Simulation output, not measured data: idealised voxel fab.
The process module presented herein is designated voxel gate over fins.
Cross-section cut spans 280 nm and uses square cells 5 nm in size.
How to read a cross-section here: the picture is a grid of square cells, written as bands going from the top down, and any band can span one or more rows of cells.
Top, bottom (nm), then materials left to right with widths (nm); lone material tagged "everywhere" fills the whole band edge to edge; "air" = empty space.
Zero point of the height axis is 0; under it, received wafer = one material. Lowest band: continues down indefinitely, "top 0, no bottom".
When a width is written as two numbers, as in "30 to 40", the first number is the width in the top row of cells of the band and the second is the width in its bottom row, and the width changes by the same amount from each row to the next.
It should be understood that the words "remained unchanged", when stated for a given step, signify that the cross-section underwent no change in any of its cells during that step.
The entry "Enclosed voids" lists the empty spaces that cover at least 8 cells and have no open path to the top. Each is written as width x height at distance, where the distance is measured from the left edge and all three values are in nm.
Post-settings text on a step line: simulator's own remark regarding the step.
"overlay nm" denotes, for a step that has a mask, the displacement of the mask to the right of its planned place, with negative values corresponding to the left.
PROCESS STEPS (PLANNED)
1 RECEIVE: material Si
2 CONFORMAL_DEP: material SiN, thk nm 5
3 MASKED_ETCH: tone cover, mask id FINS, width nm 15, pitch nm 45, etch materials SiN, depth nm 5, overlay nm 0
4 MASKED_ETCH: tone cover, mask id FINS, width nm 15, pitch nm 45, etch materials Si, depth nm 30, overlay nm 0
5 FILL_DEP: material SiO2, thk nm 15
6 CMP: height nm 5
7 SELECTIVE_ETCH: etch materials SiO2, depth nm 15
8 STRIP: etch materials SiN
9 CONFORMAL_DEP: material HfO2, thk nm 5
10 CONFORMAL_DEP: material TiN, thk nm 5
11 FILL_DEP: material W, thk nm 10
12 CMP: height nm 15
13 CONFORMAL_DEP: material SiCN, thk nm 5
STEP 1 COMPLETE: CROSS-SECTION OF THE WAFER AS RECEIVED
  top 0, no bottom: Si everywhere
  Enclosed voids: none
RUN AS PLANNED - FIRST OF THE TWO WAFERS CROSS-SECTIONED AT THE END OF THE MODULE
  top 20, bottom 15: SiCN everywhere
  top 15, bottom 10: W everywhere
  top 10, bottom 5: 55 nm W, then 35 nm TiN, then 10 nm W, then 35 nm TiN, then 10 nm W, then 35 nm TiN, then 10 nm W, then 35 nm TiN, then 55 nm W
  top 5, bottom 0: 55 nm W, then 5 nm TiN, then 25 nm HfO2, then 5 nm TiN, then 10 nm W, then 5 nm TiN, then 25 nm HfO2, then 5 nm TiN, then 10 nm W, then 5 nm TiN, then 25 nm HfO2, then 5 nm TiN, then 10 nm W, then 5 nm TiN, then 25 nm HfO2, then 5 nm TiN, then 55 nm W
  top 0, bottom -5: 60 nm TiN, then 5 nm HfO2, then 15 nm Si, then 5 nm HfO2, then 20 nm TiN, then 5 nm HfO2, then 15 nm Si, then 5 nm HfO2, then 20 nm TiN, then 5 nm HfO2, then 15 nm Si, then 5 nm HfO2, then 20 nm TiN, then 5 nm HfO2, then 15 nm Si, then 5 nm HfO2, then 60 nm TiN
  top -5, bottom -10: 65 nm HfO2, then 15 nm Si, then 30 nm HfO2, then 15 nm Si, then 30 nm HfO2, then 15 nm Si, then 30 nm HfO2, then 15 nm Si, then 65 nm HfO2
  top -10, bottom -30: 65 nm SiO2, then 15 nm Si, then 30 nm SiO2, then 15 nm Si, then 30 nm SiO2, then 15 nm Si, then 30 nm SiO2, then 15 nm Si, then 65 nm SiO2
  top -30, no bottom: Si everywhere
  Enclosed voids: none
CROSS-SECTION OF THE LATTER OF THE TWO WAFERS AT MODULE COMPLETION. IT HAD AN IDENTICAL START AND AN IDENTICAL PLAN TO THE FORMER; IN RUNNING IT, ONE MISTAKE WAS MADE
  top 20, bottom 15: SiCN everywhere
  top 15, bottom 5: W everywhere
  top 5, bottom 0: 60 nm W, then 25 nm TiN, then 20 nm W, then 25 nm TiN, then 20 nm W, then 25 nm TiN, then 20 nm W, then 25 nm TiN, then 60 nm W
  top 0, bottom -5: 60 nm W, then 5 nm TiN, then 15 nm Si, then 5 nm TiN, then 20 nm W, then 5 nm TiN, then 15 nm Si, then 5 nm TiN, then 20 nm W, then 5 nm TiN, then 15 nm Si, then 5 nm TiN, then 20 nm W, then 5 nm TiN, then 15 nm Si, then 5 nm TiN, then 60 nm W
  top -5, bottom -10: 65 nm TiN, then 15 nm Si, then 30 nm TiN, then 15 nm Si, then 30 nm TiN, then 15 nm Si, then 30 nm TiN, then 15 nm Si, then 65 nm TiN
  top -10, bottom -30: 65 nm SiO2, then 15 nm Si, then 30 nm SiO2, then 15 nm Si, then 30 nm SiO2, then 15 nm Si, then 30 nm SiO2, then 15 nm Si, then 65 nm SiO2
  top -30, no bottom: Si everywhere
  Enclosed voids: none
So what did we get wrong on this run? the plan's step 9 went unexecuted, having been skipped
Final comparison by cell count, materials where the second wafer has more or fewer than the first: 72 fewer of HfO2; 72 more of W
